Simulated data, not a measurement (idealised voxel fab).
Proc. module: voxel transistor to metal
Shown is cross-section cut, with a width of 155 nm and square cells of size 5 nm.
A cross-section is a grid of square cells, given in bands from the top down. A band is one or more rows of cells.
Each band's line starts with the height of the band's top and of its bottom, in nm. Then come its materials from left to right, each with its width in nm. One material with "edge to edge" fills the band from edge to edge. "air" is empty space.
Below 0: as-received wafer, all one material; heights counted from there. Lowest band: no bottom, goes on down, written "z 0 and below".
Read "30->40" as a graded width: first number on top, second number at the bottom, same change between each pair of neighbouring rows.
It should be understood that the words "nothing altered", when stated for a given step, signify that the cross-section underwent no change in any of its cells during that step.
The label "Tabulated closed voids" introduces a list of the empty spaces, 8 cells or larger, that have no open way up to the top; each entry in it reads width x height at distance, where the distance is taken from the left edge and all three are stated in nm.
Where a step's line continues beyond its settings, the continuation is a remark by the simulator itself on that step.
A step line may carry the setting "overlay nm", which, for steps involving a mask, states the distance by which the mask lay to the right of its intended position; negative values denote displacement to the left.

## The planned process steps are enumerated hereunder
1,RECEIVE: material Si
2,CONFORMAL_DEP: material SiO2, thk nm 5
3,CONFORMAL_DEP: material SiN, thk nm 10
4,PATTERN: tone cover, mask id ACTIVE, material resist, width nm 100, thk nm 20, overlay nm 0
5,DIRECTIONAL_ETCH: etch materials SiN, depth nm 10
6,DIRECTIONAL_ETCH: etch materials SiO2, depth nm 5
7,DIRECTIONAL_ETCH: etch materials Si, depth nm 25
8,STRIP: etch materials resist
9,OXIDIZE: depth nm 5
10,FILL_DEP: material SiO2, thk nm 5
11,CMP: height nm 15
12,SELECTIVE_ETCH: etch materials SiO2, depth nm 5
13,STRIP: etch materials SiN
14,SELECTIVE_ETCH: etch materials SiO2, depth nm 5
15,OXIDIZE: depth nm 5
16,DIRECTIONAL_DEP: material polySi, thk nm 30
17,DIRECTIONAL_DEP: material SiCN, thk nm 15
18,MASKED_ETCH: tone cover, mask id GATE, width nm 20, etch materials SiCN, depth nm 25, overlay nm 0
19,MASKED_ETCH: tone cover, mask id GATE, width nm 20, etch materials polySi, depth nm 40, overlay nm 0
20,CONFORMAL_DEP: material SiN, thk nm 10
21,DIRECTIONAL_ETCH: etch materials SiN, depth nm 10
22,DIRECTIONAL_ETCH: etch materials SiO2, depth nm 5
23,EPI: material SiGe, thk nm 5
24,FILL_DEP: material SiO2, thk nm 10
25,CMP: height nm 45
26,DIRECTIONAL_DEP: material SiO2, thk nm 10
27,PATTERN: tone open, mask id CONTACT, material resist, width nm 15, pitch nm 65, thk nm 20, overlay nm 0
28,DIRECTIONAL_ETCH: etch materials SiO2, depth nm 55
29,STRIP: etch materials resist
30,CONFORMAL_DEP: material TiN, thk nm 5
31,FILL_DEP: material W, thk nm 5
32,CMP: height nm 55
33,DIRECTIONAL_DEP: material TiN, thk nm 5
34,DIRECTIONAL_DEP: material Ru, thk nm 20
35,PATTERN: tone cover, mask id METAL_1, material resist, width nm 15, pitch nm 65, thk nm 20, overlay nm 0
36,DIRECTIONAL_ETCH: etch materials Ru, depth nm 20
37,DIRECTIONAL_ETCH: etch materials TiN, depth nm 5
38,STRIP: etch materials resist
39,FILL_DEP: material SiO2, thk nm 10
40,CMP: height nm 80
41,CONFORMAL_DEP: material SiCN, thk nm 5
42,DIRECTIONAL_DEP: material lowk, thk nm 25
43,DIRECTIONAL_DEP: material aC, thk nm 10
44,PATTERN: tone open, mask id METAL_2, material resist, width nm 15, pitch nm 65, thk nm 30, overlay nm 0
45,DIRECTIONAL_ETCH: etch materials aC, depth nm 10
46,STRIP: etch materials resist
47,DIRECTIONAL_ETCH: etch materials lowk, depth nm 15
48,STRIP: etch materials aC
49,MASKED_ETCH: tone open, mask id METAL_2_HOLES, width nm 15, pitch nm 65, etch materials lowk, depth nm 10, overlay nm 0
50,MASKED_ETCH: tone open, mask id METAL_2_HOLES, width nm 15, pitch nm 65, etch materials SiCN, depth nm 5, overlay nm 0
51,CONFORMAL_DEP: material TiN, thk nm 5
52,FILL_DEP: material Cu, thk nm 10
53,CMP: height nm 110
54,CONFORMAL_DEP: material SiN, thk nm 5

## The cross-section here shows the wafer as received, i.e. in its state after step 1
* z 0 and below: Si edge to edge
* Tabulated closed voids: none

## The first of the two wafers as seen in cross-section once the module was finished; processing followed the plan
* z 115 to 110: SiN edge to edge
* z 110 to 85: lowk 35 / TiN 5 / Cu 5 / TiN 5 / lowk 50 / TiN 5 / Cu 5 / TiN 5 / lowk 40
* z 85 to 80: SiCN 35 / TiN 15 / SiCN 50 / TiN 15 / SiCN 40
* z 80 to 60: SiO2 35 / Ru 15 / SiO2 50 / Ru 15 / SiO2 40
* z 60 to 55: SiO2 35 / TiN 15 / SiO2 50 / TiN 15 / SiO2 40
* z 55 to 45: SiO2 35 / TiN 5 / W 5 / TiN 5 / SiO2 50 / TiN 5 / W 5 / TiN 5 / SiO2 40
* z 45 to 30: SiO2 35 / TiN 5 / W 5 / TiN 5 / SiO2 5 / SiN 10 / SiCN 20 / SiN 10 / SiO2 5 / TiN 5 / W 5 / TiN 5 / SiO2 40
* z 30 to 5: SiO2 35 / TiN 5 / W 5 / TiN 5 / SiO2 5 / SiN 10 / polySi 20 / SiN 10 / SiO2 5 / TiN 5 / W 5 / TiN 5 / SiO2 40
* z 5 to 0: SiO2 20 / SiN 10 / SiO2 5 / TiN 15 / SiO2 5 / SiN 10 / polySi 20 / SiN 10 / SiO2 5 / TiN 15 / SiO2 5 / SiN 10 / SiO2 25
* z 0 to -5: SiO2 30 / SiGe 25 / SiO2 40 / SiGe 25 / SiO2 35
* z -5 to -30: SiO2 30 / Si 90 / SiO2 35
* z -30 and below: Si edge to edge
* Tabulated closed voids: none

## This cross-section belongs to the second wafer of two at the end of the module; the start and the plan were shared with the first, and the run included one mistake
* z 115 to 110: SiN edge to edge
* z 110 to 105: Cu edge to edge
* z 105 to 100: TiN 40 / Cu 5 / TiN 60 / Cu 5 / TiN 45
* z 100 to 85: lowk 35 / TiN 5 / Cu 5 / TiN 5 / lowk 50 / TiN 5 / Cu 5 / TiN 5 / lowk 40
* z 85 to 80: SiCN 35 / TiN 15 / SiCN 50 / TiN 15 / SiCN 40
* z 80 to 60: SiO2 35 / Ru 15 / SiO2 50 / Ru 15 / SiO2 40
* z 60 to 55: SiO2 35 / TiN 15 / SiO2 50 / TiN 15 / SiO2 40
* z 55 to 45: SiO2 35 / TiN 5 / W 5 / TiN 5 / SiO2 50 / TiN 5 / W 5 / TiN 5 / SiO2 40
* z 45 to 30: SiO2 35 / TiN 5 / W 5 / TiN 5 / SiO2 5 / SiN 10 / SiCN 20 / SiN 10 / SiO2 5 / TiN 5 / W 5 / TiN 5 / SiO2 40
* z 30 to 5: SiO2 35 / TiN 5 / W 5 / TiN 5 / SiO2 5 / SiN 10 / polySi 20 / SiN 10 / SiO2 5 / TiN 5 / W 5 / TiN 5 / SiO2 40
* z 5 to 0: SiO2 20 / SiN 10 / SiO2 5 / TiN 15 / SiO2 5 / SiN 10 / polySi 20 / SiN 10 / SiO2 5 / TiN 15 / SiO2 5 / SiN 10 / SiO2 25
* z 0 to -5: SiO2 30 / SiGe 25 / SiO2 40 / SiGe 25 / SiO2 35
* z -5 to -30: SiO2 30 / Si 90 / SiO2 35
* z -30 and below: Si edge to edge
* Tabulated closed voids: none
Deviation noted in wafer processing: for step 42, the planned setting was not used; the step was instead run as DIRECTIONAL_DEP: material lowk, thk nm 15
At the finish, the second wafer shows more or fewer cells for some materials than the first does: Cu +29 | TiN +21 | lowk -50
